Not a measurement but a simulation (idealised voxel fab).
Presented below is a process module, voxel wiring stack.
Shown is cross-section cut, with a width of 225 nm and square cells of size 5 nm.
Cross-section format: a grid of square cells, given as bands from top to bottom; each band is one or more rows of cells.
A band entry consists of two parts. The first gives the height of the band's top and the height of its bottom, in nm. The rest lists the band's materials from left to right, each with its width in nm. A single material labelled with the word "throughout" fills the band from edge to edge, and the word "air" marks empty space.
The reference from which all heights are counted is 0, the level beneath which the as-received wafer is entirely one material; the lowest band, having no lower bound, proceeds downward and is written after the example "0 -> down".
Quick explanation for "30..40": the width changes in equal steps down the rows of cells, from the first number in the band's top row to the second number in its bottom row.
Reading "same as before" for a step: not a cell of the cross-section changed in it.
"Closed void roster" means: voids of 8 cells or more that are shut off from the top with no open way through. Written width x height at distance, distance from the left edge, in nm.
Heads up: the bit after the settings on a step's line is the simulator's remark on that step.
Each step line may optionally specify "overlay nm", which for a step with a mask gives the rightward distance between the mask's planned place and where it lay, a negative value indicating the leftward direction.
Pairs ahead. Before: cross-section ahead of one process step. After: cross-section once the step is done, shown to the lowest changed band only. Under each pair: that step, with settings. Caution: pairs may come from different runs of this module on the same starting wafer; a pair follows the pair above only where its "Pre-step snapshot" entry says so.
[Pre-step snapshot]
120 -> 100 = resist 15  air 15  resist 40  air 15  resist 40  air 15  resist 40  air 15  resist 30
100 -> 90 = aC 15  air 15  aC 40  air 15  aC 40  air 15  aC 40  air 15  aC 30
90 -> 80 = lowk throughout
80 -> 75 = SiCN throughout
75 -> 70 = Ru throughout
70 -> 65 = TiN 20  Ru 20  TiN 35  Ru 20  TiN 35  Ru 20  TiN 35  Ru 20  TiN 20
65 -> 50 = SiO2 15  TiN 5  Ru 20  TiN 5  SiO2 25  TiN 5  Ru 20  TiN 5  SiO2 25  TiN 5  Ru 20  TiN 5  SiO2 25  TiN 5  Ru 20  TiN 5  SiO2 15
50 -> 40 = SiO2 15  TiN 5  Ru 5  TiN 20..5  SiO2 25..40  TiN 5  Ru 5  TiN 20..5  SiO2 25..40  TiN 5  Ru 5  TiN 20..5  SiO2 25..40  TiN 5  Ru 5  TiN 20..5  SiO2 15..30
40 -> 35 = SiCN 15  TiN 15  SiCN 40  TiN 15  SiCN 40  TiN 15  SiCN 40  TiN 15  SiCN 30
35 -> 15 = lowk 10  SiCN 5  W 30  SiCN 5  lowk 15  SiCN 5  W 30  SiCN 5  lowk 15  SiCN 5  W 30  SiCN 5  lowk 15  SiCN 5  W 30  SiCN 5  lowk 10
15 -> 10 = SiCN 15  TiN 30  SiCN 25  TiN 30  SiCN 25  TiN 30  SiCN 25  TiN 30  SiCN 15
10 -> 0 = SiO2 throughout
0 -> down = Si throughout
Closed void roster: none
[Step Result]
100 -> 90 = aC 15  air 15  aC 40  air 15  aC 40  air 15  aC 40  air 15  aC 30
below 90: unchanged
Closed void roster: none
The structure goes from the before cross-section above to the after cross-section through STRIP with etch materials resist
Pre-step snapshot: The structure entering this step is exactly what the pair just above shows after its step.
[Step Result]
100 -> 90 = aC 15  air 15  aC 40  air 15  aC 40  air 15  aC 40  air 15  aC 30
90 -> 80 = lowk 15  air 15  lowk 40  air 15  lowk 40  air 15  lowk 40  air 15  lowk 30
below 80: unchanged
Closed void roster: none
The structure goes from the before cross-section above to the after cross-section through DIRECTIONAL_ETCH with etch materials lowk, depth nm 10
Pre-step snapshot: The structure entering this step is exactly what the pair just above shows after its step.
[Step Result]
100 -> 90 = aC 15  air 15  aC 40  air 15  aC 40  air 15  aC 40  air 15  aC 30
90 -> 80 = lowk 15  air 15  lowk 40  air 15  lowk 40  air 15  lowk 40  air 15  lowk 30
80 -> 75 = SiCN 15  air 15  SiCN 40  air 15  SiCN 40  air 15  SiCN 40  air 15  SiCN 30
below 75: unchanged
Closed void roster: none
The structure goes from the before cross-section above to the after cross-section through DIRECTIONAL_ETCH with etch materials SiCN, depth nm 5
Pre-step snapshot: The structure entering this step is exactly what the pair just above shows after its step.
[Step Result]
90 -> 80 = lowk 15  air 15  lowk 40  air 15  lowk 40  air 15  lowk 40  air 15  lowk 30
below 80: unchanged
Closed void roster: none
The structure goes from the before cross-section above to the after cross-section through STRIP with etch materials aC
Pre-step snapshot: The structure entering this step is exactly what the pair just above shows after its step.
[Step Result]
95 -> 90 = TiN 20  air 5  TiN 50  air 5  TiN 50  air 5  TiN 50  air 5  TiN 35
90 -> 80 = lowk 15  TiN 5  air 5  TiN 5  lowk 40  TiN 5  air 5  TiN 5  lowk 40  TiN 5  air 5  TiN 5  lowk 40  TiN 5  air 5  TiN 5  lowk 30
80 -> 75 = SiCN 15  TiN 15  SiCN 40  TiN 15  SiCN 40  TiN 15  SiCN 40  TiN 15  SiCN 30
below 75: unchanged
Closed void roster: none
The structure goes from the before cross-section above to the after cross-section through CONFORMAL_DEP with material TiN, thk nm 5
Pre-step snapshot: The structure entering this step is exactly what the pair just above shows after its step.
[Step Result]
105 -> 95 = W throughout
95 -> 90 = TiN 20  W 5  TiN 50  W 5  TiN 50  W 5  TiN 50  W 5  TiN 35
90 -> 80 = lowk 15  TiN 5  W 5  TiN 5  lowk 40  TiN 5  W 5  TiN 5  lowk 40  TiN 5  W 5  TiN 5  lowk 40  TiN 5  W 5  TiN 5  lowk 30
below 80: unchanged
Closed void roster: none
The structure goes from the before cross-section above to the after cross-section through FILL_DEP with material W, thk nm 10
Pre-step snapshot: The structure entering this step is exactly what the pair just above shows after its step.
[Step Result]
90 -> 80 = lowk 15  TiN 5  W 5  TiN 5  lowk 40  TiN 5  W 5  TiN 5  lowk 40  TiN 5  W 5  TiN 5  lowk 40  TiN 5  W 5  TiN 5  lowk 30
below 80: unchanged
Closed void roster: none
The structure goes from the before cross-section above to the after cross-section through CMP with height nm 90
Pre-step snapshot: The structure entering this step is exactly what the pair just above shows after its step.
[Step Result]
95 -> 90 = TiN throughout
below 90: unchanged
Closed void roster: none
The structure goes from the before cross-section above to the after cross-section through DIRECTIONAL_DEP with material TiN, thk nm 5
Pre-step snapshot: The structure entering this step is exactly what the pair just above shows after its step.
[Step Result]
120 -> 95 = Ru throughout
below 95: unchanged
Closed void roster: none
The structure goes from the before cross-section above to the after cross-section through DIRECTIONAL_DEP with material Ru, thk nm 25
Pre-step snapshot: The structure entering this step is exactly what the pair just above shows after its step.
[Step Result]
130 -> 120 = aC throughout
below 120: unchanged
Closed void roster: none
The structure goes from the before cross-section above to the after cross-section through DIRECTIONAL_DEP with material aC, thk nm 10
Pre-step snapshot: The structure entering this step is exactly what the pair just above shows after its step.
[Step Result]
155 -> 130 = air 15  resist 30  air 25  resist 30  air 25  resist 30  air 25  resist 30  air 15
below 130: unchanged
Closed void roster: none
The structure goes from the before cross-section above to the after cross-section through PATTERN with tone cover, mask id METAL_3, material resist, width nm 30, pitch nm 55, thk nm 25, overlay nm 0
Pre-step snapshot: The structure entering this step is exactly what the pair just above shows after its step.
[Step Result]
145 -> 130 = air 15  resist 30  air 25  resist 30  air 25  resist 30  air 25  resist 30  air 15
130 -> 120 = air 15  aC 30  air 25  aC 30  air 25  aC 30  air 25  aC 30  air 15
below 120: unchanged
Closed void roster: none
The structure goes from the before cross-section above to the after cross-section through DIRECTIONAL_ETCH with etch materials aC, depth nm 10
Pre-step snapshot: The structure entering this step is exactly what the pair just above shows after its step.
[Step Result]
130 -> 120 = air 15  aC 30  air 25  aC 30  air 25  aC 30  air 25  aC 30  air 15
below 120: unchanged
Closed void roster: none
The structure goes from the before cross-section above to the after cross-section through STRIP with etch materials resist
Pre-step snapshot: The structure entering this step is exactly what the pair just above shows after its step.
[Step Result]
130 -> 120 = air 15  aC 30  air 25  aC 30  air 25  aC 30  air 25  aC 30  air 15
120 -> 95 = air 15  Ru 30  air 25  Ru 30  air 25  Ru 30  air 25  Ru 30  air 15
below 95: unchanged
Closed void roster: none
The structure goes from the before cross-section above to the after cross-section through DIRECTIONAL_ETCH with etch materials Ru, depth nm 25
Pre-step snapshot: The structure entering this step is exactly what the pair just above shows after its step.
[Step Result]
130 -> 120 = air 15  aC 30  air 25  aC 30  air 25  aC 30  air 25  aC 30  air 15
120 -> 95 = air 15  Ru 30  air 25  Ru 30  air 25  Ru 30  air 25  Ru 30  air 15
95 -> 90 = air 15  TiN 30  air 25  TiN 30  air 25  TiN 30  air 25  TiN 30  air 15
below 90: unchanged
Closed void roster: none
The structure goes from the before cross-section above to the after cross-section through DIRECTIONAL_ETCH with etch materials TiN, depth nm 5
Pre-step snapshot: The structure entering this step is exactly what the pair just above shows after its step.
[Step Result]
120 -> 95 = air 15  Ru 30  air 25  Ru 30  air 25  Ru 30  air 25  Ru 30  air 15
below 95: unchanged
Closed void roster: none
The structure goes from the before cross-section above to the after cross-section through STRIP with etch materials aC
Pre-step snapshot: The structure entering this step is exactly what the pair just above shows after its step.
[Step Result]
125 -> 120 = air 10  SiCN 40  air 15  SiCN 40  air 15  SiCN 40  air 15  SiCN 40  air 10
120 -> 95 = air 10  SiCN 5  Ru 30  SiCN 5  air 15  SiCN 5  Ru 30  SiCN 5  air 15  SiCN 5  Ru 30  SiCN 5  air 15  SiCN 5  Ru 30  SiCN 5  air 10
95 -> 90 = SiCN 15  TiN 30  SiCN 25  TiN 30  SiCN 25  TiN 30  SiCN 25  TiN 30  SiCN 15
below 90: unchanged
Closed void roster: none
The structure goes from the before cross-section above to the after cross-section through CONFORMAL_DEP with material SiCN, thk nm 5
Pre-step snapshot: The structure entering this step is exactly what the pair just above shows after its step.
[Step Result]
135 -> 125 = lowk throughout
125 -> 120 = lowk 10  SiCN 40  lowk 15  SiCN 40  lowk 15  SiCN 40  lowk 15  SiCN 40  lowk 10
120 -> 95 = lowk 10  SiCN 5  Ru 30  SiCN 5  lowk 15  SiCN 5  Ru 30  SiCN 5  lowk 15  SiCN 5  Ru 30  SiCN 5  lowk 15  SiCN 5  Ru 30  SiCN 5  lowk 10
below 95: unchanged
Closed void roster: none
The structure goes from the before cross-section above to the after cross-section through FILL_DEP with material lowk, thk nm 10
Pre-step snapshot: The structure entering this step is exactly what the pair just above shows after its step.
[Step Result]
120 -> 95 = lowk 10  SiCN 5  Ru 30  SiCN 5  lowk 15  SiCN 5  Ru 30  SiCN 5  lowk 15  SiCN 5  Ru 30  SiCN 5  lowk 15  SiCN 5  Ru 30  SiCN 5  lowk 10
below 95: unchanged
Closed void roster: none
The structure goes from the before cross-section above to the after cross-section through CMP with height nm 120
Pre-step snapshot: The structure entering this step is exactly what the pair just above shows after its step.
[Step Result]
125 -> 120 = SiN throughout
below 120: unchanged
Closed void roster: none
The structure goes from the before cross-section above to the after cross-section through CONFORMAL_DEP with material SiN, thk nm 5
[Pre-step snapshot]
100 -> 90 = aC throughout
90 -> 80 = lowk throughout
80 -> 75 = SiCN throughout
75 -> 60 = SiO2 15  TiN 5  Ru 20  TiN 5  SiO2 25  TiN 5  Ru 20  TiN 5  SiO2 25  TiN 5  Ru 20  TiN 5  SiO2 25  TiN 5  Ru 20  TiN 5  SiO2 15
60 -> 55 = SiO2 15  TiN 5  Ru 5  TiN 20  SiO2 25  TiN 5  Ru 5  TiN 20  SiO2 25  TiN 5  Ru 5  TiN 20  SiO2 25  TiN 5  Ru 5  TiN 20  SiO2 15
55 -> 40 = SiO2 15  TiN 5  Ru 5  TiN 5  SiO2 40  TiN 5  Ru 5  TiN 5  SiO2 40  TiN 5  Ru 5  TiN 5  SiO2 40  TiN 5  Ru 5  TiN 5  SiO2 30
40 -> 35 = SiCN 15  TiN 15  SiCN 40  TiN 15  SiCN 40  TiN 15  SiCN 40  TiN 15  SiCN 30
35 -> 15 = lowk 10  SiCN 5  W 30  SiCN 5  lowk 15  SiCN 5  W 30  SiCN 5  lowk 15  SiCN 5  W 30  SiCN 5  lowk 15  SiCN 5  W 30  SiCN 5  lowk 10
15 -> 10 = SiCN 15  TiN 30  SiCN 25  TiN 30  SiCN 25  TiN 30  SiCN 25  TiN 30  SiCN 15
10 -> 0 = SiO2 throughout
0 -> down = Si throughout
Closed void roster: none
[Step Result]
130 -> 100 = resist 15  air 20  resist 35  air 20  resist 35  air 20  resist 35  air 20  resist 25
below 100: unchanged
Closed void roster: none
The structure goes from the before cross-section above to the after cross-section through PATTERN with tone open, mask id PLUG_2, material resist, width nm 20, pitch nm 55, thk nm 30, overlay nm 0
Pre-step snapshot: The structure entering this step is exactly what the pair just above shows after its step.
[Step Result]
120 -> 100 = resist 15  air 20  resist 35  air 20  resist 35  air 20  resist 35  air 20  resist 25
100 -> 90 = aC 15  air 20  aC 35  air 20  aC 35  air 20  aC 35  air 20  aC 25
below 90: unchanged
Closed void roster: none
The structure goes from the before cross-section above to the after cross-section through DIRECTIONAL_ETCH with etch materials aC, depth nm 10
Pre-step snapshot: The structure entering this step is exactly what the pair just above shows after its step.
[Step Result]
100 -> 90 = aC 15  air 20  aC 35  air 20  aC 35  air 20  aC 35  air 20  aC 25
below 90: unchanged
Closed void roster: none
The structure goes from the before cross-section above to the after cross-section through STRIP with etch materials resist
Pre-step snapshot: The structure entering this step is exactly what the pair just above shows after its step.
[Step Result]
100 -> 90 = aC 15  air 20  aC 35  air 20  aC 35  air 20  aC 35  air 20  aC 25
90 -> 80 = lowk 15  air 20  lowk 35  air 20  lowk 35  air 20  lowk 35  air 20  lowk 25
below 80: unchanged
Closed void roster: none
The structure goes from the before cross-section above to the after cross-section through DIRECTIONAL_ETCH with etch materials lowk, depth nm 10
Pre-step snapshot: The structure entering this step is exactly what the pair just above shows after its step.
[Step Result]
100 -> 90 = aC 15  air 20  aC 35  air 20  aC 35  air 20  aC 35  air 20  aC 25
90 -> 80 = lowk 15  air 20  lowk 35  air 20  lowk 35  air 20  lowk 35  air 20  lowk 25
80 -> 75 = SiCN 15  air 20  SiCN 35  air 20  SiCN 35  air 20  SiCN 35  air 20  SiCN 25
below 75: unchanged
Closed void roster: none
The structure goes from the before cross-section above to the after cross-section through DIRECTIONAL_ETCH with etch materials SiCN, depth nm 5
Pre-step snapshot: The structure entering this step is exactly what the pair just above shows after its step.
[Step Result]
90 -> 80 = lowk 15  air 20  lowk 35  air 20  lowk 35  air 20  lowk 35  air 20  lowk 25
below 80: unchanged
Closed void roster: none
The structure goes from the before cross-section above to the after cross-section through STRIP with etch materials aC
Pre-step snapshot: The structure entering this step is exactly what the pair just above shows after its step.
[Step Result]
95 -> 90 = TiN 20  air 10  TiN 45  air 10  TiN 45  air 10  TiN 45  air 10  TiN 30
90 -> 80 = lowk 15  TiN 5  air 10  TiN 5  lowk 35  TiN 5  air 10  TiN 5  lowk 35  TiN 5  air 10  TiN 5  lowk 35  TiN 5  air 10  TiN 5  lowk 25
80 -> 75 = SiCN 15  TiN 20  SiCN 35  TiN 20  SiCN 35  TiN 20  SiCN 35  TiN 20  SiCN 25
below 75: unchanged
Closed void roster: none
The structure goes from the before cross-section above to the after cross-section through CONFORMAL_DEP with material TiN, thk nm 5
Pre-step snapshot: The structure entering this step is exactly what the pair just above shows after its step.
[Step Result]
105 -> 95 = W throughout
95 -> 90 = TiN 20  W 10  TiN 45  W 10  TiN 45  W 10  TiN 45  W 10  TiN 30
90 -> 80 = lowk 15  TiN 5  W 10  TiN 5  lowk 35  TiN 5  W 10  TiN 5  lowk 35  TiN 5  W 10  TiN 5  lowk 35  TiN 5  W 10  TiN 5  lowk 25
below 80: unchanged
Closed void roster: none
The structure goes from the before cross-section above to the after cross-section through FILL_DEP with material W, thk nm 10
Pre-step snapshot: The structure entering this step is exactly what the pair just above shows after its step.
[Step Result]
90 -> 80 = lowk 15  TiN 5  W 10  TiN 5  lowk 35  TiN 5  W 10  TiN 5  lowk 35  TiN 5  W 10  TiN 5  lowk 35  TiN 5  W 10  TiN 5  lowk 25
below 80: unchanged
Closed void roster: none
The structure goes from the before cross-section above to the after cross-section through CMP with height nm 90
Pre-step snapshot: The structure entering this step is exactly what the pair just above shows after its step.
[Step Result]
95 -> 90 = TiN throughout
below 90: unchanged
Closed void roster: none
The structure goes from the before cross-section above to the after cross-section through DIRECTIONAL_DEP with material TiN, thk nm 5
Pre-step snapshot: The structure entering this step is exactly what the pair just above shows after its step.
[Step Result]
120 -> 95 = Ru throughout
below 95: unchanged
Closed void roster: none
The structure goes from the before cross-section above to the after cross-section through DIRECTIONAL_DEP with material Ru, thk nm 25
Pre-step snapshot: The structure entering this step is exactly what the pair just above shows after its step.
[Step Result]
130 -> 120 = aC throughout
below 120: unchanged
Closed void roster: none
The structure goes from the before cross-section above to the after cross-section through DIRECTIONAL_DEP with material aC, thk nm 10
Pre-step snapshot: The structure entering this step is exactly what the pair just above shows after its step.
[Step Result]
155 -> 130 = air 15  resist 30  air 25  resist 30  air 25  resist 30  air 25  resist 30  air 15
below 130: unchanged
Closed void roster: none
The structure goes from the before cross-section above to the after cross-section through PATTERN with tone cover, mask id METAL_3, material resist, width nm 30, pitch nm 55, thk nm 25, overlay nm 0
Pre-step snapshot: The structure entering this step is exactly what the pair just above shows after its step.
[Step Result]
145 -> 130 = air 15  resist 30  air 25  resist 30  air 25  resist 30  air 25  resist 30  air 15
130 -> 120 = air 15  aC 30  air 25  aC 30  air 25  aC 30  air 25  aC 30  air 15
below 120: unchanged
Closed void roster: none
The structure goes from the before cross-section above to the after cross-section through DIRECTIONAL_ETCH with etch materials aC, depth nm 10
Pre-step snapshot: The structure entering this step is exactly what the pair just above shows after its step.
[Step Result]
130 -> 120 = air 15  aC 30  air 25  aC 30  air 25  aC 30  air 25  aC 30  air 15
below 120: unchanged
Closed void roster: none
The structure goes from the before cross-section above to the after cross-section through STRIP with etch materials resist
Pre-step snapshot: The structure entering this step is exactly what the pair just above shows after its step.
[Step Result]
130 -> 120 = air 15  aC 30  air 25  aC 30  air 25  aC 30  air 25  aC 30  air 15
120 -> 95 = air 15  Ru 30  air 25  Ru 30  air 25  Ru 30  air 25  Ru 30  air 15
below 95: unchanged
Closed void roster: none
The structure goes from the before cross-section above to the after cross-section through DIRECTIONAL_ETCH with etch materials Ru, depth nm 25
Pre-step snapshot: The structure entering this step is exactly what the pair just above shows after its step.
[Step Result]
130 -> 120 = air 15  aC 30  air 25  aC 30  air 25  aC 30  air 25  aC 30  air 15
120 -> 95 = air 15  Ru 30  air 25  Ru 30  air 25  Ru 30  air 25  Ru 30  air 15
95 -> 90 = air 15  TiN 30  air 25  TiN 30  air 25  TiN 30  air 25  TiN 30  air 15
below 90: unchanged
Closed void roster: none
The structure goes from the before cross-section above to the after cross-section through DIRECTIONAL_ETCH with etch materials TiN, depth nm 5
Pre-step snapshot: The structure entering this step is exactly what the pair just above shows after its step.
[Step Result]
120 -> 95 = air 15  Ru 30  air 25  Ru 30  air 25  Ru 30  air 25  Ru 30  air 15
below 95: unchanged
Closed void roster: none
The structure goes from the before cross-section above to the after cross-section through STRIP with etch materials aC
Pre-step snapshot: The structure entering this step is exactly what the pair just above shows after its step.
[Step Result]
125 -> 120 = air 10  SiCN 40  air 15  SiCN 40  air 15  SiCN 40  air 15  SiCN 40  air 10
120 -> 95 = air 10  SiCN 5  Ru 30  SiCN 5  air 15  SiCN 5  Ru 30  SiCN 5  air 15  SiCN 5  Ru 30  SiCN 5  air 15  SiCN 5  Ru 30  SiCN 5  air 10
95 -> 90 = SiCN 15  TiN 30  SiCN 25  TiN 30  SiCN 25  TiN 30  SiCN 25  TiN 30  SiCN 15
below 90: unchanged
Closed void roster: none
The structure goes from the before cross-section above to the after cross-section through CONFORMAL_DEP with material SiCN, thk nm 5
Pre-step snapshot: The structure entering this step is exactly what the pair just above shows after its step.
[Step Result]
135 -> 125 = lowk throughout
125 -> 120 = lowk 10  SiCN 40  lowk 15  SiCN 40  lowk 15  SiCN 40  lowk 15  SiCN 40  lowk 10
120 -> 95 = lowk 10  SiCN 5  Ru 30  SiCN 5  lowk 15  SiCN 5  Ru 30  SiCN 5  lowk 15  SiCN 5  Ru 30  SiCN 5  lowk 15  SiCN 5  Ru 30  SiCN 5  lowk 10
below 95: unchanged
Closed void roster: none
The structure goes from the before cross-section above to the after cross-section through FILL_DEP with material lowk, thk nm 10
Pre-step snapshot: The structure entering this step is exactly what the pair just above shows after its step.
[Step Result]
120 -> 95 = lowk 10  SiCN 5  Ru 30  SiCN 5  lowk 15  SiCN 5  Ru 30  SiCN 5  lowk 15  SiCN 5  Ru 30  SiCN 5  lowk 15  SiCN 5  Ru 30  SiCN 5  lowk 10
below 95: unchanged
Closed void roster: none
The structure goes from the before cross-section above to the after cross-section through CMP with height nm 120
Pre-step snapshot: The structure entering this step is exactly what the pair just above shows after its step.
[Step Result]
125 -> 120 = SiN throughout
below 120: unchanged
Closed void roster: none
The structure goes from the before cross-section above to the after cross-section through CONFORMAL_DEP with material SiN, thk nm 5
[Pre-step snapshot]
90 -> 75 = aC 15  air 30  aC 25  air 30  aC 25  air 30  aC 25  air 30  aC 15
75 -> 70 = SiO2 15  air 30  SiO2 25  air 30  SiO2 25  air 30  SiO2 25  air 30  SiO2 15
70 -> 55 = SiO2 15  aC 30  SiO2 25  aC 30  SiO2 25  aC 30  SiO2 25  aC 30  SiO2 15
55 -> 40 = SiO2 throughout
40 -> 35 = SiCN throughout
35 -> 15 = lowk 10  SiCN 5  W 30  SiCN 5  lowk 15  SiCN 5  W 30  SiCN 5  lowk 15  SiCN 5  W 30  SiCN 5  lowk 15  SiCN 5  W 30  SiCN 5  lowk 10
15 -> 10 = SiCN 15  TiN 30  SiCN 25  TiN 30  SiCN 25  TiN 30  SiCN 25  TiN 30  SiCN 15
10 -> 0 = SiO2 throughout
0 -> down = Si throughout
Closed void roster: none
[Step Result]
125 -> 90 = resist 25  air 15  resist 40  air 15  resist 40  air 15  resist 40  air 15  resist 20
90 -> 75 = aC 15  resist 10  air 15  resist 5  aC 25  resist 10  air 15  resist 5  aC 25  resist 10  air 15  resist 5  aC 25  resist 10  air 15  resist 5  aC 15
75 -> 70 = SiO2 15  resist 10  air 15  resist 5  SiO2 25  resist 10  air 15  resist 5  SiO2 25  resist 10  air 15  resist 5  SiO2 25  resist 10  air 15  resist 5  SiO2 15
below 70: unchanged
Closed void roster: none
The structure goes from the before cross-section above to the after cross-section through PATTERN with tone open, mask id METAL_2_HOLES, material resist, width nm 15, pitch nm 55, thk nm 35, overlay nm 10
Pre-step snapshot: The structure entering this step is exactly what the pair just above shows after its step.
[Step Result]
110 -> 90 = resist 25  air 15  resist 40  air 15  resist 40  air 15  resist 40  air 15  resist 20
90 -> 75 = aC 15  resist 10  air 15  resist 5  aC 25  resist 10  air 15  resist 5  aC 25  resist 10  air 15  resist 5  aC 25  resist 10  air 15  resist 5  aC 15
75 -> 70 = SiO2 15  resist 10  air 15  resist 5  SiO2 25  resist 10  air 15  resist 5  SiO2 25  resist 10  air 15  resist 5  SiO2 25  resist 10  air 15  resist 5  SiO2 15
70 -> 55 = SiO2 15  aC 10  air 15  aC 5  SiO2 25  aC 10  air 15  aC 5  SiO2 25  aC 10  air 15  aC 5  SiO2 25  aC 10  air 15  aC 5  SiO2 15
below 55: unchanged
Closed void roster: none
The structure goes from the before cross-section above to the after cross-section through DIRECTIONAL_ETCH with etch materials aC, depth nm 15
Pre-step snapshot: The structure entering this step is exactly what the pair just above shows after its step.
[Step Result]
90 -> 75 = aC 15  air 30  aC 25  air 30  aC 25  air 30  aC 25  air 30  aC 15
75 -> 70 = SiO2 15  air 30  SiO2 25  air 30  SiO2 25  air 30  SiO2 25  air 30  SiO2 15
below 70: unchanged
Closed void roster: none
The structure goes from the before cross-section above to the after cross-section through STRIP with etch materials resist
Pre-step snapshot: The structure entering this step is exactly what the pair just above shows after its step.
[Step Result]
90 -> 75 = aC 15  air 30  aC 25  air 30  aC 25  air 30  aC 25  air 30  aC 15
75 -> 70 = SiO2 15  air 30  SiO2 25  air 30  SiO2 25  air 30  SiO2 25  air 30  SiO2 15
70 -> 55 = SiO2 15  aC 10  air 15  aC 5  SiO2 25  aC 10  air 15  aC 5  SiO2 25  aC 10  air 15  aC 5  SiO2 25  aC 10  air 15  aC 5  SiO2 15
55 -> 40 = SiO2 25  air 15  SiO2 40  air 15  SiO2 40  air 15  SiO2 40  air 15  SiO2 20
below 40: unchanged
Closed void roster: none
The structure goes from the before cross-section above to the after cross-section through DIRECTIONAL_ETCH with etch materials SiO2, depth nm 15
Pre-step snapshot: The structure entering this step is exactly what the pair just above shows after its step.
[Step Result]
90 -> 75 = aC 15  air 30  aC 25  air 30  aC 25  air 30  aC 25  air 30  aC 15
75 -> 70 = SiO2 15  air 30  SiO2 25  air 30  SiO2 25  air 30  SiO2 25  air 30  SiO2 15
70 -> 55 = SiO2 15  aC 10  air 15  aC 5  SiO2 25  aC 10  air 15  aC 5  SiO2 25  aC 10  air 15  aC 5  SiO2 25  aC 10  air 15  aC 5  SiO2 15
55 -> 40 = SiO2 25  air 15  SiO2 40  air 15  SiO2 40  air 15  SiO2 40  air 15  SiO2 20
40 -> 35 = SiCN 25  air 15  SiCN 40  air 15  SiCN 40  air 15  SiCN 40  air 15  SiCN 20
below 35: unchanged
Closed void roster: none
The structure goes from the before cross-section above to the after cross-section through DIRECTIONAL_ETCH with etch materials SiCN, depth nm 5
Pre-step snapshot: The structure entering this step is exactly what the pair just above shows after its step.
[Step Result]
75 -> 55 = SiO2 15  air 30  SiO2 25  air 30  SiO2 25  air 30  SiO2 25  air 30  SiO2 15
below 55: unchanged
Closed void roster: none
The structure goes from the before cross-section above to the after cross-section through STRIP with etch materials aC
Pre-step snapshot: The structure entering this step is exactly what the pair just above shows after its step.
[Step Result]
80 -> 75 = TiN 20  air 20  TiN 35  air 20  TiN 35  air 20  TiN 35  air 20  TiN 20
75 -> 60 = SiO2 15  TiN 5  air 20  TiN 5  SiO2 25  TiN 5  air 20  TiN 5  SiO2 25  TiN 5  air 20  TiN 5  SiO2 25  TiN 5  air 20  TiN 5  SiO2 15
60 -> 55 = SiO2 15  TiN 15  air 5  TiN 10  SiO2 25  TiN 15  air 5  TiN 10  SiO2 25  TiN 15  air 5  TiN 10  SiO2 25  TiN 15  air 5  TiN 10  SiO2 15
55 -> 40 = SiO2 25  TiN 5  air 5  TiN 5  SiO2 40  TiN 5  air 5  TiN 5  SiO2 40  TiN 5  air 5  TiN 5  SiO2 40  TiN 5  air 5  TiN 5  SiO2 20
40 -> 35 = SiCN 25  TiN 15  SiCN 40  TiN 15  SiCN 40  TiN 15  SiCN 40  TiN 15  SiCN 20
below 35: unchanged
Closed void roster: none
The structure goes from the before cross-section above to the after cross-section through CONFORMAL_DEP with material TiN, thk nm 5
Pre-step snapshot: The structure entering this step is exactly what the pair just above shows after its step.
[Step Result]
90 -> 80 = Ru throughout
80 -> 75 = TiN 20  Ru 20  TiN 35  Ru 20  TiN 35  Ru 20  TiN 35  Ru 20  TiN 20
75 -> 60 = SiO2 15  TiN 5  Ru 20  TiN 5  SiO2 25  TiN 5  Ru 20  TiN 5  SiO2 25  TiN 5  Ru 20  TiN 5  SiO2 25  TiN 5  Ru 20  TiN 5  SiO2 15
60 -> 55 = SiO2 15  TiN 15  Ru 5  TiN 10  SiO2 25  TiN 15  Ru 5  TiN 10  SiO2 25  TiN 15  Ru 5  TiN 10  SiO2 25  TiN 15  Ru 5  TiN 10  SiO2 15
55 -> 40 = SiO2 25  TiN 5  Ru 5  TiN 5  SiO2 40  TiN 5  Ru 5  TiN 5  SiO2 40  TiN 5  Ru 5  TiN 5  SiO2 40  TiN 5  Ru 5  TiN 5  SiO2 20
below 40: unchanged
Closed void roster: none
The structure goes from the before cross-section above to the after cross-section through FILL_DEP with material Ru, thk nm 10
Pre-step snapshot: The structure entering this step is exactly what the pair just above shows after its step.
[Step Result]
75 -> 60 = SiO2 15  TiN 5  Ru 20  TiN 5  SiO2 25  TiN 5  Ru 20  TiN 5  SiO2 25  TiN 5  Ru 20  TiN 5  SiO2 25  TiN 5  Ru 20  TiN 5  SiO2 15
below 60: unchanged
Closed void roster: none
The structure goes from the before cross-section above to the after cross-section through CMP with height nm 75
Pre-step snapshot: The structure entering this step is exactly what the pair just above shows after its step.
[Step Result]
80 -> 75 = SiCN throughout
below 75: unchanged
Closed void roster: none
The structure goes from the before cross-section above to the after cross-section through CONFORMAL_DEP with material SiCN, thk nm 5
Pre-step snapshot: The structure entering this step is exactly what the pair just above shows after its step.
[Step Result]
90 -> 80 = lowk throughout
below 80: unchanged
Closed void roster: none
The structure goes from the before cross-section above to the after cross-section through DIRECTIONAL_DEP with material lowk, thk nm 10
Pre-step snapshot: The structure entering this step is exactly what the pair just above shows after its step.
[Step Result]
100 -> 90 = aC throughout
below 90: unchanged
Closed void roster: none
The structure goes from the before cross-section above to the after cross-section through DIRECTIONAL_DEP with material aC, thk nm 10
Pre-step snapshot: The structure entering this step is exactly what the pair just above shows after its step.
[Step Result]
130 -> 100 = resist 15  air 15  resist 40  air 15  resist 40  air 15  resist 40  air 15  resist 30
below 100: unchanged
Closed void roster: none
The structure goes from the before cross-section above to the after cross-section through PATTERN with tone open, mask id PLUG_2, material resist, width nm 15, pitch nm 55, thk nm 30, overlay nm 0
Pre-step snapshot: The structure entering this step is exactly what the pair just above shows after its step.
[Step Result]
120 -> 100 = resist 15  air 15  resist 40  air 15  resist 40  air 15  resist 40  air 15  resist 30
100 -> 90 = aC 15  air 15  aC 40  air 15  aC 40  air 15  aC 40  air 15  aC 30
below 90: unchanged
Closed void roster: none
The structure goes from the before cross-section above to the after cross-section through DIRECTIONAL_ETCH with etch materials aC, depth nm 10
Pre-step snapshot: The structure entering this step is exactly what the pair just above shows after its step.
[Step Result]
100 -> 90 = aC 15  air 15  aC 40  air 15  aC 40  air 15  aC 40  air 15  aC 30
below 90: unchanged
Closed void roster: none
The structure goes from the before cross-section above to the after cross-section through STRIP with etch materials resist
